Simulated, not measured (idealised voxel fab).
Herein follows the process module entitled voxel tone inversion.
295 nm wide, 5 nm square cells: that's cross-section cut.
When this document writes out a cross-section, it uses a grid of square cells and lists it as bands, beginning at the top and moving down, with a band standing for one or more rows of cells. Band entry format. Leading values: height of top, height of bottom, nm. Remainder: materials in left-to-right order, each with its width in nm. Special words: "everywhere" on a single material, which then fills the band edge to edge; "blank", empty space. Heights from 0 (as-received wafer is one material below). Bottom band endless downward, as "0 -> down". Width spec "30 to 40" -> top row of cells at first value, bottom row at second value, equal per-row change in between. For the purposes of this document, the phrase "remains unaltered" attached to a step denotes that no cell within the cross-section was modified by that step. So "Closed void register" is basically the list of trapped voids: any empty space of 8 cells or more that can't reach the top through an opening. They're written width x height at distance, the distance being from the left edge, and it's all nm. Anything after a step's settings on that line? It's the simulator's own note about the step. Regarding "overlay nm": on a step with a mask, it is the distance the mask lay to the right of its planned place; a negative value places it to the left.

[Planned step list for the process]
| 1 | RECEIVE [material Si] |
| 2 | CONFORMAL_DEP [material SiN] [thk nm 5] |
| 3 | DIRECTIONAL_DEP [material aC] [thk nm 20] |
| 4 | PATTERN [tone cover] [mask id POSTS] [material resist] [width nm 25] [pitch nm 50] [thk nm 30] [overlay nm 0] |
| 5 | DIRECTIONAL_ETCH [etch materials aC] [depth nm 20] |
| 6 | STRIP [etch materials resist] |
| 7 | FILL_DEP [material SiO2] [thk nm 5] |
| 8 | CMP [height nm 25] |
| 9 | STRIP [etch materials aC] |

[So, the first of our two wafers, run just as we planned it]

[Wafer as received: cross-section following step 1]
0 -> down = Si everywhere
Closed void register: none

[Wafer after step 2 (cross-section)]
5 -> 0 = SiN everywhere
No changes below 0.

[Wafer after step 3 (cross-section)]
25 -> 5 = aC everywhere
No changes below 5.

[Wafer after step 4 (cross-section)]
55 -> 25 = blank 60  resist 25  blank 25  resist 25  blank 25  resist 25  blank 25  resist 25  blank 60
No changes below 25.

[Wafer after step 5 (cross-section)]
35 -> 25 = blank 60  resist 25  blank 25  resist 25  blank 25  resist 25  blank 25  resist 25  blank 60
25 -> 5 = blank 60  aC 25  blank 25  aC 25  blank 25  aC 25  blank 25  aC 25  blank 60
No changes below 5.

[Wafer after step 6 (cross-section)]
25 -> 5 = blank 60  aC 25  blank 25  aC 25  blank 25  aC 25  blank 25  aC 25  blank 60
No changes below 5.

[Wafer after step 7 (cross-section)]
30 -> 25 = SiO2 everywhere
25 -> 5 = SiO2 60  aC 25  SiO2 25  aC 25  SiO2 25  aC 25  SiO2 25  aC 25  SiO2 60
No changes below 5.

[Wafer after step 8 (cross-section)]
25 -> 5 = SiO2 60  aC 25  SiO2 25  aC 25  SiO2 25  aC 25  SiO2 25  aC 25  SiO2 60
No changes below 5.

[Wafer after step 9 (cross-section)]
25 -> 5 = SiO2 60  blank 25  SiO2 25  blank 25  SiO2 25  blank 25  SiO2 25  blank 25  SiO2 60
No changes below 5.

[Wafer two of the pair: same origin, same plan, one error during the run; identical to wafer one up to and including step 7]

[Second wafer, cut view, end of step 8 per plan]
25 -> 5 = SiO2 60  aC 25  SiO2 25  aC 25  SiO2 25  aC 25  SiO2 25  aC 25  SiO2 60
No changes below 5.

[Second wafer, cut view, end of step 9 per plan]
25 -> 5 = SiO2 60  blank 25  SiO2 25  blank 25  SiO2 25  blank 25  SiO2 25  blank 25  SiO2 60
No changes below 5.
What was the processing mistake? step 8 was run twice
Honestly, by the end the two wafers have the same cross-section, so the mistake just doesn't show up in what this model computes.
